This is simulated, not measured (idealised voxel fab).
The process module that follows is named voxel gate over fins.
For reference, the cross-section in this document is cut, with width 245 nm and square cells of 5 nm.
Cross-section format: a grid of square cells, given as bands from top to bottom; each band is one or more rows of cells. A band entry consists of two parts. The first gives the height of the band's top and the height of its bottom, in nm. The rest lists the band's materials from left to right, each with its width in nm. A single material labelled with the word "full width" fills the band from edge to edge, and the word "blank" marks empty space. Counting heights begins at 0, where everything beneath is, in the wafer as received, one material. The lowest band has no bottom; it goes on downwards, as "0 nm and below" shows. Read "30->40" as a graded width: first number on top, second number at the bottom, same change between each pair of neighbouring rows. Step note "no modification" = no cross-section cell changed. "Closed void inventory": empty spaces of 8 cells or more with no open way to the top, each given as width x height at distance, distance from the left edge, all in nm. On each step's line, the part that comes after the settings is the simulator's own comment on the step. overlay nm: where the mask lay relative to plan, measured to the right, on steps with a mask; negatives go left.
Steps in the process plan:
1: RECEIVE [material Si]
2: CONFORMAL_DEP [material SiN] [thk nm 10]
3: PATTERN [tone cover] [mask id FINS] [material resist] [width nm 15] [pitch nm 50] [thk nm 15] [overlay nm 0]
4: DIRECTIONAL_ETCH [etch materials SiN] [depth nm 10]
5: DIRECTIONAL_ETCH [etch materials Si] [depth nm 40]
6: STRIP [etch materials resist]
7: FILL_DEP [material SiO2] [thk nm 10]
8: CMP [height nm 10]
9: PATTERN [tone open] [mask id RAIL] [material resist] [width nm 15] [thk nm 15] [overlay nm 0]
10: DIRECTIONAL_ETCH [etch materials SiO2] [depth nm 45]
11: STRIP [etch materials resist]
12: CONFORMAL_DEP [material TiN] [thk nm 5]
13: FILL_DEP [material W] [thk nm 10]
14: CMP [height nm 10]
15: SELECTIVE_ETCH [etch materials W Ru TiN] [depth nm 30]
16: FILL_DEP [material SiO2] [thk nm 5]
17: CMP [height nm 10]
18: SELECTIVE_ETCH [etch materials SiO2] [depth nm 20]
19: STRIP [etch materials SiN]
20: CONFORMAL_DEP [material HfO2] [thk nm 5]
21: CONFORMAL_DEP [material TiN] [thk nm 5]
22: CONFORMAL_DEP [material TiAl] [thk nm 5]
23: CONFORMAL_DEP [material TiN] [thk nm 5]
24: FILL_DEP [material W] [thk nm 10]
25: CMP [height nm 25]
26: CONFORMAL_DEP [material SiN] [thk nm 10]
What follows covers the first of two wafers; it ran as planned:
Shown in cross-section is the wafer as received, that is, as it stands after step 1:
- 0 nm and below | Si full width
- Closed void inventory: none
Step 2 done - wafer cross-section:
- 10 nm to 0 nm | SiN full width
- No changes below 0.
Step 3 done - wafer cross-section:
- 25 nm to 10 nm | blank 65 nm, resist 15 nm, blank 35 nm, resist 15 nm, blank 35 nm, resist 15 nm, blank 65 nm
- No changes below 10.
Step 4 done - wafer cross-section:
- 25 nm to 10 nm | blank 65 nm, resist 15 nm, blank 35 nm, resist 15 nm, blank 35 nm, resist 15 nm, blank 65 nm
- 10 nm to 0 nm | blank 65 nm, SiN 15 nm, blank 35 nm, SiN 15 nm, blank 35 nm, SiN 15 nm, blank 65 nm
- No changes below 0.
Step 5 done - wafer cross-section:
- 25 nm to 10 nm | blank 65 nm, resist 15 nm, blank 35 nm, resist 15 nm, blank 35 nm, resist 15 nm, blank 65 nm
- 10 nm to 0 nm | blank 65 nm, SiN 15 nm, blank 35 nm, SiN 15 nm, blank 35 nm, SiN 15 nm, blank 65 nm
- 0 nm to -40 nm | blank 65 nm, Si 15 nm, blank 35 nm, Si 15 nm, blank 35 nm, Si 15 nm, blank 65 nm
- No changes below -40.
Step 6 done - wafer cross-section:
- 10 nm to 0 nm | blank 65 nm, SiN 15 nm, blank 35 nm, SiN 15 nm, blank 35 nm, SiN 15 nm, blank 65 nm
- No changes below 0.
Step 7 done - wafer cross-section:
- 20 nm to 10 nm | SiO2 full width
- 10 nm to 0 nm | SiO2 65 nm, SiN 15 nm, SiO2 35 nm, SiN 15 nm, SiO2 35 nm, SiN 15 nm, SiO2 65 nm
- 0 nm to -40 nm | SiO2 65 nm, Si 15 nm, SiO2 35 nm, Si 15 nm, SiO2 35 nm, Si 15 nm, SiO2 65 nm
- No changes below -40.
Step 8 done - wafer cross-section:
- 10 nm to 0 nm | SiO2 65 nm, SiN 15 nm, SiO2 35 nm, SiN 15 nm, SiO2 35 nm, SiN 15 nm, SiO2 65 nm
- No changes below 0.
Step 9 done - wafer cross-section:
- 25 nm to 10 nm | resist 90 nm, blank 15 nm, resist 140 nm
- No changes below 10.
Step 10 done - wafer cross-section:
- 25 nm to 10 nm | resist 90 nm, blank 15 nm, resist 140 nm
- 10 nm to 0 nm | SiO2 65 nm, SiN 15 nm, SiO2 10 nm, blank 15 nm, SiO2 10 nm, SiN 15 nm, SiO2 35 nm, SiN 15 nm, SiO2 65 nm
- 0 nm to -35 nm | SiO2 65 nm, Si 15 nm, SiO2 10 nm, blank 15 nm, SiO2 10 nm, Si 15 nm, SiO2 35 nm, Si 15 nm, SiO2 65 nm
- No changes below -35.
Step 11 done - wafer cross-section:
- 10 nm to 0 nm | SiO2 65 nm, SiN 15 nm, SiO2 10 nm, blank 15 nm, SiO2 10 nm, SiN 15 nm, SiO2 35 nm, SiN 15 nm, SiO2 65 nm
- No changes below 0.
Step 12 done - wafer cross-section:
- 15 nm to 10 nm | TiN 95 nm, blank 5 nm, TiN 145 nm
- 10 nm to 0 nm | SiO2 65 nm, SiN 15 nm, SiO2 10 nm, TiN 5 nm, blank 5 nm, TiN 5 nm, SiO2 10 nm, SiN 15 nm, SiO2 35 nm, SiN 15 nm, SiO2 65 nm
- 0 nm to -30 nm | SiO2 65 nm, Si 15 nm, SiO2 10 nm, TiN 5 nm, blank 5 nm, TiN 5 nm, SiO2 10 nm, Si 15 nm, SiO2 35 nm, Si 15 nm, SiO2 65 nm
- -30 nm to -35 nm | SiO2 65 nm, Si 15 nm, SiO2 10 nm, TiN 15 nm, SiO2 10 nm, Si 15 nm, SiO2 35 nm, Si 15 nm, SiO2 65 nm
- No changes below -35.
Step 13 done - wafer cross-section:
- 25 nm to 15 nm | W full width
- 15 nm to 10 nm | TiN 95 nm, W 5 nm, TiN 145 nm
- 10 nm to 0 nm | SiO2 65 nm, SiN 15 nm, SiO2 10 nm, TiN 5 nm, W 5 nm, TiN 5 nm, SiO2 10 nm, SiN 15 nm, SiO2 35 nm, SiN 15 nm, SiO2 65 nm
- 0 nm to -30 nm | SiO2 65 nm, Si 15 nm, SiO2 10 nm, TiN 5 nm, W 5 nm, TiN 5 nm, SiO2 10 nm, Si 15 nm, SiO2 35 nm, Si 15 nm, SiO2 65 nm
- No changes below -30.
Step 14 done - wafer cross-section:
- 10 nm to 0 nm | SiO2 65 nm, SiN 15 nm, SiO2 10 nm, TiN 5 nm, W 5 nm, TiN 5 nm, SiO2 10 nm, SiN 15 nm, SiO2 35 nm, SiN 15 nm, SiO2 65 nm
- No changes below 0.
Step 15 done - wafer cross-section:
- 10 nm to 0 nm | SiO2 65 nm, SiN 15 nm, SiO2 10 nm, blank 15 nm, SiO2 10 nm, SiN 15 nm, SiO2 35 nm, SiN 15 nm, SiO2 65 nm
- 0 nm to -20 nm | SiO2 65 nm, Si 15 nm, SiO2 10 nm, blank 15 nm, SiO2 10 nm, Si 15 nm, SiO2 35 nm, Si 15 nm, SiO2 65 nm
- No changes below -20.
Step 16 done - wafer cross-section:
- 15 nm to 10 nm | SiO2 full width
- 10 nm to 0 nm | SiO2 65 nm, SiN 15 nm, SiO2 35 nm, SiN 15 nm, SiO2 35 nm, SiN 15 nm, SiO2 65 nm
- 0 nm to -20 nm | SiO2 65 nm, Si 15 nm, SiO2 35 nm, Si 15 nm, SiO2 35 nm, Si 15 nm, SiO2 65 nm
- No changes below -20.
Step 17 done - wafer cross-section:
- 10 nm to 0 nm | SiO2 65 nm, SiN 15 nm, SiO2 35 nm, SiN 15 nm, SiO2 35 nm, SiN 15 nm, SiO2 65 nm
- No changes below 0.
Step 18 done - wafer cross-section:
- 10 nm to 0 nm | blank 65 nm, SiN 15 nm, blank 35 nm, SiN 15 nm, blank 35 nm, SiN 15 nm, blank 65 nm
- 0 nm to -10 nm | blank 65 nm, Si 15 nm, blank 35 nm, Si 15 nm, blank 35 nm, Si 15 nm, blank 65 nm
- No changes below -10.
Step 19 done - wafer cross-section:
- 0 nm to -10 nm | blank 65 nm, Si 15 nm, blank 35 nm, Si 15 nm, blank 35 nm, Si 15 nm, blank 65 nm
- No changes below -10.
Step 20 done - wafer cross-section:
- 5 nm to 0 nm | blank 60 nm, HfO2 25 nm, blank 25 nm, HfO2 25 nm, blank 25 nm, HfO2 25 nm, blank 60 nm
- 0 nm to -5 nm | blank 60 nm, HfO2 5 nm, Si 15 nm, HfO2 5 nm, blank 25 nm, HfO2 5 nm, Si 15 nm, HfO2 5 nm, blank 25 nm, HfO2 5 nm, Si 15 nm, HfO2 5 nm, blank 60 nm
- -5 nm to -10 nm | HfO2 65 nm, Si 15 nm, HfO2 35 nm, Si 15 nm, HfO2 35 nm, Si 15 nm, HfO2 65 nm
- No changes below -10.
Step 21 done - wafer cross-section:
- 10 nm to 5 nm | blank 55 nm, TiN 35 nm, blank 15 nm, TiN 35 nm, blank 15 nm, TiN 35 nm, blank 55 nm
- 5 nm to 0 nm | blank 55 nm, TiN 5 nm, HfO2 25 nm, TiN 5 nm, blank 15 nm, TiN 5 nm, HfO2 25 nm, TiN 5 nm, blank 15 nm, TiN 5 nm, HfO2 25 nm, TiN 5 nm, blank 55 nm
- 0 nm to -5 nm | TiN 60 nm, HfO2 5 nm, Si 15 nm, HfO2 5 nm, TiN 25 nm, HfO2 5 nm, Si 15 nm, HfO2 5 nm, TiN 25 nm, HfO2 5 nm, Si 15 nm, HfO2 5 nm, TiN 60 nm
- No changes below -5.
Step 22 done - wafer cross-section:
- 15 nm to 10 nm | blank 50 nm, TiAl 45 nm, blank 5 nm, TiAl 45 nm, blank 5 nm, TiAl 45 nm, blank 50 nm
- 10 nm to 5 nm | blank 50 nm, TiAl 5 nm, TiN 35 nm, TiAl 5 nm, blank 5 nm, TiAl 5 nm, TiN 35 nm, TiAl 5 nm, blank 5 nm, TiAl 5 nm, TiN 35 nm, TiAl 5 nm, blank 50 nm
- 5 nm to 0 nm | TiAl 55 nm, TiN 5 nm, HfO2 25 nm, TiN 5 nm, TiAl 15 nm, TiN 5 nm, HfO2 25 nm, TiN 5 nm, TiAl 15 nm, TiN 5 nm, HfO2 25 nm, TiN 5 nm, TiAl 55 nm
- No changes below 0.
Step 23 done - wafer cross-section:
- 20 nm to 15 nm | blank 45 nm, TiN 155 nm, blank 45 nm
- 15 nm to 10 nm | blank 45 nm, TiN 5 nm, TiAl 45 nm, TiN 5 nm, TiAl 45 nm, TiN 5 nm, TiAl 45 nm, TiN 5 nm, blank 45 nm
- 10 nm to 5 nm | TiN 50 nm, TiAl 5 nm, TiN 35 nm, TiAl 5 nm, TiN 5 nm, TiAl 5 nm, TiN 35 nm, TiAl 5 nm, TiN 5 nm, TiAl 5 nm, TiN 35 nm, TiAl 5 nm, TiN 50 nm
- No changes below 5.
Step 24 done - wafer cross-section:
- 30 nm to 20 nm | W full width
- 20 nm to 15 nm | W 45 nm, TiN 155 nm, W 45 nm
- 15 nm to 10 nm | W 45 nm, TiN 5 nm, TiAl 45 nm, TiN 5 nm, TiAl 45 nm, TiN 5 nm, TiAl 45 nm, TiN 5 nm, W 45 nm
- No changes below 10.
Step 25 done - wafer cross-section:
- 25 nm to 20 nm | W full width
- No changes below 20.
Step 26 done - wafer cross-section:
- 35 nm to 25 nm | SiN full width
- No changes below 25.
Here the second wafer is described. Its start and its plan were those of the first wafer. Its run contained one mistake. Up to and including step 8, it did exactly what the first wafer did:
Second wafer, sectioned view, at step 9's planned end time:
- 25 nm to 10 nm | resist 85 nm, blank 25 nm, resist 135 nm
- No changes below 10.
Second wafer, sectioned view, at step 10's planned end time:
- 25 nm to 10 nm | resist 85 nm, blank 25 nm, resist 135 nm
- 10 nm to 0 nm | SiO2 65 nm, SiN 15 nm, SiO2 5 nm, blank 25 nm, SiO2 5 nm, SiN 15 nm, SiO2 35 nm, SiN 15 nm, SiO2 65 nm
- 0 nm to -35 nm | SiO2 65 nm, Si 15 nm, SiO2 5 nm, blank 25 nm, SiO2 5 nm, Si 15 nm, SiO2 35 nm, Si 15 nm, SiO2 65 nm
- No changes below -35.
Second wafer, sectioned view, at step 11's planned end time:
- 10 nm to 0 nm | SiO2 65 nm, SiN 15 nm, SiO2 5 nm, blank 25 nm, SiO2 5 nm, SiN 15 nm, SiO2 35 nm, SiN 15 nm, SiO2 65 nm
- No changes below 0.
Second wafer, sectioned view, at step 12's planned end time:
- 15 nm to 10 nm | TiN 90 nm, blank 15 nm, TiN 140 nm
- 10 nm to 0 nm | SiO2 65 nm, SiN 15 nm, SiO2 5 nm, TiN 5 nm, blank 15 nm, TiN 5 nm, SiO2 5 nm, SiN 15 nm, SiO2 35 nm, SiN 15 nm, SiO2 65 nm
- 0 nm to -30 nm | SiO2 65 nm, Si 15 nm, SiO2 5 nm, TiN 5 nm, blank 15 nm, TiN 5 nm, SiO2 5 nm, Si 15 nm, SiO2 35 nm, Si 15 nm, SiO2 65 nm
- -30 nm to -35 nm | SiO2 65 nm, Si 15 nm, SiO2 5 nm, TiN 25 nm, SiO2 5 nm, Si 15 nm, SiO2 35 nm, Si 15 nm, SiO2 65 nm
- No changes below -35.
Second wafer, sectioned view, at step 13's planned end time:
- 25 nm to 15 nm | W full width
- 15 nm to 10 nm | TiN 90 nm, W 15 nm, TiN 140 nm
- 10 nm to 0 nm | SiO2 65 nm, SiN 15 nm, SiO2 5 nm, TiN 5 nm, W 15 nm, TiN 5 nm, SiO2 5 nm, SiN 15 nm, SiO2 35 nm, SiN 15 nm, SiO2 65 nm
- 0 nm to -30 nm | SiO2 65 nm, Si 15 nm, SiO2 5 nm, TiN 5 nm, W 15 nm, TiN 5 nm, SiO2 5 nm, Si 15 nm, SiO2 35 nm, Si 15 nm, SiO2 65 nm
- No changes below -30.
Second wafer, sectioned view, at step 14's planned end time:
- 10 nm to 0 nm | SiO2 65 nm, SiN 15 nm, SiO2 5 nm, TiN 5 nm, W 15 nm, TiN 5 nm, SiO2 5 nm, SiN 15 nm, SiO2 35 nm, SiN 15 nm, SiO2 65 nm
- No changes below 0.
Second wafer, sectioned view, at step 15's planned end time:
- 10 nm to 0 nm | SiO2 65 nm, SiN 15 nm, SiO2 5 nm, blank 25 nm, SiO2 5 nm, SiN 15 nm, SiO2 35 nm, SiN 15 nm, SiO2 65 nm
- 0 nm to -20 nm | SiO2 65 nm, Si 15 nm, SiO2 5 nm, blank 25 nm, SiO2 5 nm, Si 15 nm, SiO2 35 nm, Si 15 nm, SiO2 65 nm
- No changes below -20.
Second wafer, sectioned view, at step 16's planned end time:
- 15 nm to 10 nm | SiO2 full width
- 10 nm to 0 nm | SiO2 65 nm, SiN 15 nm, SiO2 35 nm, SiN 15 nm, SiO2 35 nm, SiN 15 nm, SiO2 65 nm
- 0 nm to -20 nm | SiO2 65 nm, Si 15 nm, SiO2 35 nm, Si 15 nm, SiO2 35 nm, Si 15 nm, SiO2 65 nm
- No changes below -20.
Second wafer, sectioned view, at step 17's planned end time:
- 10 nm to 0 nm | SiO2 65 nm, SiN 15 nm, SiO2 35 nm, SiN 15 nm, SiO2 35 nm, SiN 15 nm, SiO2 65 nm
- No changes below 0.
Second wafer, sectioned view, at step 18's planned end time:
- 10 nm to 0 nm | blank 65 nm, SiN 15 nm, blank 35 nm, SiN 15 nm, blank 35 nm, SiN 15 nm, blank 65 nm
- 0 nm to -10 nm | blank 65 nm, Si 15 nm, blank 35 nm, Si 15 nm, blank 35 nm, Si 15 nm, blank 65 nm
- No changes below -10.
Second wafer, sectioned view, at step 19's planned end time:
- 0 nm to -10 nm | blank 65 nm, Si 15 nm, blank 35 nm, Si 15 nm, blank 35 nm, Si 15 nm, blank 65 nm
- No changes below -10.
Second wafer, sectioned view, at step 20's planned end time:
- 5 nm to 0 nm | blank 60 nm, HfO2 25 nm, blank 25 nm, HfO2 25 nm, blank 25 nm, HfO2 25 nm, blank 60 nm
- 0 nm to -5 nm | blank 60 nm, HfO2 5 nm, Si 15 nm, HfO2 5 nm, blank 25 nm, HfO2 5 nm, Si 15 nm, HfO2 5 nm, blank 25 nm, HfO2 5 nm, Si 15 nm, HfO2 5 nm, blank 60 nm
- -5 nm to -10 nm | HfO2 65 nm, Si 15 nm, HfO2 35 nm, Si 15 nm, HfO2 35 nm, Si 15 nm, HfO2 65 nm
- No changes below -10.
Second wafer, sectioned view, at step 21's planned end time:
- 10 nm to 5 nm | blank 55 nm, TiN 35 nm, blank 15 nm, TiN 35 nm, blank 15 nm, TiN 35 nm, blank 55 nm
- 5 nm to 0 nm | blank 55 nm, TiN 5 nm, HfO2 25 nm, TiN 5 nm, blank 15 nm, TiN 5 nm, HfO2 25 nm, TiN 5 nm, blank 15 nm, TiN 5 nm, HfO2 25 nm, TiN 5 nm, blank 55 nm
- 0 nm to -5 nm | TiN 60 nm, HfO2 5 nm, Si 15 nm, HfO2 5 nm, TiN 25 nm, HfO2 5 nm, Si 15 nm, HfO2 5 nm, TiN 25 nm, HfO2 5 nm, Si 15 nm, HfO2 5 nm, TiN 60 nm
- No changes below -5.
Second wafer, sectioned view, at step 22's planned end time:
- 15 nm to 10 nm | blank 50 nm, TiAl 45 nm, blank 5 nm, TiAl 45 nm, blank 5 nm, TiAl 45 nm, blank 50 nm
- 10 nm to 5 nm | blank 50 nm, TiAl 5 nm, TiN 35 nm, TiAl 5 nm, blank 5 nm, TiAl 5 nm, TiN 35 nm, TiAl 5 nm, blank 5 nm, TiAl 5 nm, TiN 35 nm, TiAl 5 nm, blank 50 nm
- 5 nm to 0 nm | TiAl 55 nm, TiN 5 nm, HfO2 25 nm, TiN 5 nm, TiAl 15 nm, TiN 5 nm, HfO2 25 nm, TiN 5 nm, TiAl 15 nm, TiN 5 nm, HfO2 25 nm, TiN 5 nm, TiAl 55 nm
- No changes below 0.
Second wafer, sectioned view, at step 23's planned end time:
- 20 nm to 15 nm | blank 45 nm, TiN 155 nm, blank 45 nm
- 15 nm to 10 nm | blank 45 nm, TiN 5 nm, TiAl 45 nm, TiN 5 nm, TiAl 45 nm, TiN 5 nm, TiAl 45 nm, TiN 5 nm, blank 45 nm
- 10 nm to 5 nm | TiN 50 nm, TiAl 5 nm, TiN 35 nm, TiAl 5 nm, TiN 5 nm, TiAl 5 nm, TiN 35 nm, TiAl 5 nm, TiN 5 nm, TiAl 5 nm, TiN 35 nm, TiAl 5 nm, TiN 50 nm
- No changes below 5.
Second wafer, sectioned view, at step 24's planned end time:
- 30 nm to 20 nm | W full width
- 20 nm to 15 nm | W 45 nm, TiN 155 nm, W 45 nm
- 15 nm to 10 nm | W 45 nm, TiN 5 nm, TiAl 45 nm, TiN 5 nm, TiAl 45 nm, TiN 5 nm, TiAl 45 nm, TiN 5 nm, W 45 nm
- No changes below 10.
Second wafer, sectioned view, at step 25's planned end time:
- 25 nm to 20 nm | W full width
- No changes below 20.
Second wafer, sectioned view, at step 26's planned end time:
- 35 nm to 25 nm | SiN full width
- No changes below 25.
So what did we get wrong on this run? step 9 off recipe, ran as PATTERN [tone open] [mask id RAIL] [material resist] [width nm 25] [thk nm 15] [overlay nm 0]
Once processing is complete, comparing cell counts shows that the second wafer has more or fewer of certain materials than the first: 6 fewer of SiO2, 2 more of TiN, 4 more of W
